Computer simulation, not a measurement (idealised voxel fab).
Herein follows the process module entitled voxel self aligned contacts.
cross-section cut | 290 nm wide | cells 5 nm
If you're reading a cross-section in this doc, picture square cells in a grid; it comes to you as bands, top ones listed first down to the bottom, and a band can be one or more rows of cells.
Quick guide to a band line: top height, bottom height (nm) up front; then every material left to right with its width in nm. Only one material and it's marked "full width"? Then it fills the band edge to edge. And "blank" just means empty space.
Heights from 0 (as-received wafer is one material below). Bottom band endless downward, as "0 down".
Per-row width for "30->40": begins at first number (top row of band), ends at second number (bottom row), increment between rows held constant.
Basically "no modifications" means that step didn't change any cell in the cross-section.
"Closed cavity list": empty spaces of 8 cells or more with no open way to the top, each given as width x height at distance, distance from the left edge, all in nm.
Where a step's line continues beyond its settings, the continuation is a remark by the simulator itself on that step.
On any step carrying a mask, the "overlay nm" setting, if present on the step's line, tells how far right of its planned place the mask lay; negative values point to the left.

The steps planned for the process are as follows
1. op RECEIVE | material Si
2. op CONFORMAL_DEP | material SiO2 | thk nm 5
3. op DIRECTIONAL_DEP | material polySi | thk nm 20
4. op DIRECTIONAL_DEP | material SiN | thk nm 25
5. op DIRECTIONAL_DEP | material aC | thk nm 15
6. op PATTERN | tone cover | mask id GATE | material resist | width nm 30 | pitch nm 65 | thk nm 35 | overlay nm 0
7. op DIRECTIONAL_ETCH | etch materials aC | depth nm 15
8. op STRIP | etch materials resist
9. op DIRECTIONAL_ETCH | etch materials SiN | depth nm 25
10. op DIRECTIONAL_ETCH | etch materials polySi | depth nm 20
11. op STRIP | etch materials aC
12. op CONFORMAL_DEP | material SiN | thk nm 10
13. op DIRECTIONAL_ETCH | etch materials SiN | depth nm 10
14. op FILL_DEP | material SiO2 | thk nm 15
15. op CMP | height nm 60
16. op DIRECTIONAL_DEP | material aC | thk nm 10
17. op PATTERN | tone open | mask id CONTACT | material resist | width nm 45 | pitch nm 65 | thk nm 25 | overlay nm 0
18. op DIRECTIONAL_ETCH | etch materials aC | depth nm 10
19. op STRIP | etch materials resist
20. op DIRECTIONAL_ETCH | etch materials SiO2 | depth nm 60
21. op STRIP | etch materials aC
22. op CONFORMAL_DEP | material TiN | thk nm 5
23. op FILL_DEP | material Ru | thk nm 10
24. op CMP | height nm 60
25. op CONFORMAL_DEP | material SiN | thk nm 5

Cross-section of the wafer at receipt, which is the condition after step 1
	0 down  Si full width
	Closed cavity list: none

Module complete - cross-section of the first of two wafers, run according to plan
	65 to 60  SiN full width
	60 to 50  SiO2 90 nm; TiN 5->20 nm; Ru 35->5 nm; TiN 5->20 nm; SiO2 20 nm; TiN 5->20 nm; Ru 35->5 nm; TiN 5->20 nm; SiO2 90 nm
	50 to 25  SiO2 55 nm; SiN 50 nm; TiN 5 nm; Ru 5 nm; TiN 5 nm; SiN 50 nm; TiN 5 nm; Ru 5 nm; TiN 5 nm; SiN 50 nm; SiO2 55 nm
	25 to 5  SiO2 55 nm; SiN 10 nm; polySi 30 nm; SiN 10 nm; TiN 5 nm; Ru 5 nm; TiN 5 nm; SiN 10 nm; polySi 30 nm; SiN 10 nm; TiN 5 nm; Ru 5 nm; TiN 5 nm; SiN 10 nm; polySi 30 nm; SiN 10 nm; SiO2 55 nm
	5 to 0  SiO2 105 nm; TiN 15 nm; SiO2 50 nm; TiN 15 nm; SiO2 105 nm
	0 down  Si full width
	Closed cavity list: none

Now the second wafer, cross-sectioned at the end of the module. Nothing different at the start, nothing different in the plan compared with the first, just one mistake when it was actually run
	65 to 60  SiN full width
	60 to 55  SiO2 90 nm; TiN 5 nm; Ru 35 nm; TiN 5 nm; SiO2 20 nm; TiN 5 nm; Ru 35 nm; TiN 5 nm; SiO2 90 nm
	55 to 50  SiO2 90 nm; TiN 45 nm; SiO2 20 nm; TiN 45 nm; SiO2 90 nm
	50 to 25  SiO2 55 nm; SiN 55 nm; TiN 10 nm; SiN 55 nm; TiN 10 nm; SiN 55 nm; SiO2 50 nm
	25 to 5  SiO2 55 nm; SiN 10 nm; polySi 35 nm; SiN 10 nm; TiN 10 nm; SiN 10 nm; polySi 35 nm; SiN 10 nm; TiN 10 nm; SiN 10 nm; polySi 35 nm; SiN 10 nm; SiO2 50 nm
	5 to 0  SiO2 110 nm; TiN 10 nm; SiO2 55 nm; TiN 10 nm; SiO2 105 nm
	0 down  Si full width
	Closed cavity list: none
What went wrong in running the wafer? the process deviated at step 6: the operation and settings actually run there were op PATTERN | tone cover | mask id GATE | material resist | width nm 35 | pitch nm 65 | thk nm 35 | overlay nm 0
Heads up, by the end the second wafer has more or fewer cells of some materials compared to the first: Ru -20, SiN +15, SiO2 -7, polySi +12
